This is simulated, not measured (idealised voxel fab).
Process module heading - voxel self aligned contacts
Shown is cross-section cut, with a width of 225 nm and square cells of size 5 nm.
Each cross-section below is a grid of square cells, stated as bands in top-down order, with one or more rows of cells making up each band.
Quick guide to a band line: top height, bottom height (nm) up front; then every material left to right with its width in nm. Only one material and it's marked "throughout"? Then it fills the band edge to edge. And "empty" just means empty space.
All heights in this document are referenced to 0, defined as the level beneath which the wafer, as received, consists entirely of one material. The lowest band is not bounded below; it extends indefinitely downward and is written in the form "0 and below".
Width "30->40": first value at the band's top row of cells, second value at its bottom row, equal change from row to row.
No cell of the cross-section changed in a step that is given as "nothing got changed".
Voids not open to the top, 8 cells minimum: see "Closed void entries". Written width x height at distance; distance is from the left edge; nm.
Where a step's line continues beyond its settings, the continuation is a remark by the simulator itself on that step.
You can add "overlay nm" to a step's line. For a step with a mask, it describes how far the mask lay to the right of its planned position, and a negative number describes a lay to the left.
The steps planned for the process are as follows:
step 1: RECEIVE [material Si]
step 2: CONFORMAL_DEP [material SiO2] [thk nm 5]
step 3: DIRECTIONAL_DEP [material polySi] [thk nm 20]
step 4: DIRECTIONAL_DEP [material SiN] [thk nm 20]
step 5: PATTERN [tone cover] [mask id GATE] [material resist] [width nm 35] [pitch nm 65] [thk nm 15] [overlay nm 0]
step 6: DIRECTIONAL_ETCH [etch materials SiN] [depth nm 20]
step 7: DIRECTIONAL_ETCH [etch materials polySi] [depth nm 20]
step 8: STRIP [etch materials resist]
step 9: CONFORMAL_DEP [material SiN] [thk nm 5]
step 10: DIRECTIONAL_ETCH [etch materials SiN] [depth nm 5]
step 11: FILL_DEP [material SiO2] [thk nm 15]
step 12: CMP [height nm 50]
step 13: PATTERN [tone open] [mask id CONTACT] [material resist] [width nm 40] [thk nm 15] [overlay nm 0]
step 14: DIRECTIONAL_ETCH [etch materials SiO2] [depth nm 50]
step 15: STRIP [etch materials resist]
step 16: CONFORMAL_DEP [material TiN] [thk nm 5]
step 17: FILL_DEP [material Ru] [thk nm 10]
step 18: CMP [height nm 50]
step 19: CONFORMAL_DEP [material SiCN] [thk nm 5]
So this is the incoming wafer in cross-section - it's already been through step 1:
	0 and below: Si throughout
	Closed void entries: none
Same starting wafer, same plan as above, one mistake in the execution; this is the cross-section at the end of the module:
	70 down to 65: SiCN throughout
	65 down to 55: Ru throughout
	55 down to 50: TiN=95, Ru=30, TiN=100
	50 down to 45: SiO2=90, TiN=15, Ru=10, TiN=15, SiO2=95
	45 down to 25: SiO2=55, SiN=45, TiN=5, Ru=10, TiN=5, SiN=45, SiO2=60
	25 down to 5: SiO2=55, SiN=5, polySi=35, SiN=5, TiN=5, Ru=10, TiN=5, SiN=5, polySi=35, SiN=5, SiO2=60
	5 down to 0: SiO2=100, TiN=20, SiO2=105
	0 and below: Si throughout
	Closed void entries: none
Want to know what went wrong? step 18 was left out
